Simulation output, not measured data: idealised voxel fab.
Process module, titled voxel fin reveal
Square cells of 5 nm make up the cross-section cut, whose width is 290 nm.
A cross-section is a grid of square cells, given in bands from the top down. A band is one or more rows of cells.
Top height, bottom height, nm. Materials left to right, width each, nm. Single material + "everywhere" = fills band edge to edge. "air" = empty.
Height is counted from the level 0, under which the received wafer is composed throughout of one material. The lowest of the bands is not closed at the bottom but continues downward, in the notation "0 -> down".
Width spec "30->40" -> top row of cells at first value, bottom row at second value, equal per-row change in between.
"nothing was modified" -> step changed no cross-section cell.
Voids, enclosed: empty space of 8 cells or more with no open way to the top, each as width x height at its distance from the left edge, in nm
The remark found on a step's line after its settings is issued by the simulator itself and pertains to that step.
The line of a step may include "overlay nm". On a step with a mask, this value is how far to the right of its planned place the mask lay. A negative value means the mask lay to the left.

### The process steps that were planned are listed below
1 RECEIVE, material Si
2 CONFORMAL_DEP, material SiN, thk nm 10
3 PATTERN, tone cover, mask id FINS, material resist, width nm 15, pitch nm 40, thk nm 15, overlay nm 0
4 DIRECTIONAL_ETCH, etch materials SiN, depth nm 10
5 DIRECTIONAL_ETCH, etch materials Si, depth nm 35
6 STRIP, etch materials resist
7 OXIDIZE, depth nm 5
8 FILL_DEP, material SiO2, thk nm 5
9 CMP, height nm 10
10 SELECTIVE_ETCH, etch materials SiO2, depth nm 25
11 STRIP, etch materials SiN
12 CONFORMAL_DEP, material HfO2, thk nm 5
Quick note for whoever runs this: the wafers start identical, but the width nm at step 3 isn't the same across them. The plan just shows what the first wafer had.

### The as-received cross-section of the first of several wafers corresponds to the state after step 1
  0 -> down | Si everywhere
  Voids, enclosed: none

### First wafer of several, cross-section, module end, after step 12 (last)
  5 -> 0 | air 115 nm | HfO2 15 nm | air 25 nm | HfO2 15 nm | air 120 nm
  0 -> -10 | air 115 nm | HfO2 5 nm | Si 5 nm | HfO2 5 nm | air 25 nm | HfO2 5 nm | Si 5 nm | HfO2 5 nm | air 120 nm
  -10 -> -15 | HfO2 120 nm | Si 5 nm | HfO2 35 nm | Si 5 nm | HfO2 125 nm
  -15 -> -40 | SiO2 120 nm | Si 5 nm | SiO2 35 nm | Si 5 nm | SiO2 125 nm
  -40 -> down | Si everywhere
  Voids, enclosed: none

### A cross-section through the last wafer at the close of the module
  5 -> 0 | air 110 nm | HfO2 25 nm | air 15 nm | HfO2 25 nm | air 115 nm
  0 -> -10 | air 110 nm | HfO2 5 nm | Si 15 nm | HfO2 5 nm | air 15 nm | HfO2 5 nm | Si 15 nm | HfO2 5 nm | air 115 nm
  -10 -> -15 | HfO2 115 nm | Si 15 nm | HfO2 25 nm | Si 15 nm | HfO2 120 nm
  -15 -> -40 | SiO2 115 nm | Si 15 nm | SiO2 25 nm | Si 15 nm | SiO2 120 nm
  -40 -> down | Si everywhere
  Voids, enclosed: none

### Rows = wafers. At module end, each row lists per material the cells gained (+) or lost (-) since the wafer was received, then the closed voids
width nm 15, +70 HfO2, -448 Si, +280 SiO2, Voids, enclosed: none
width nm 20, +70 HfO2, -432 Si, +270 SiO2, Voids, enclosed: none
width nm 25, +70 HfO2, -416 Si, +260 SiO2, Voids, enclosed: none
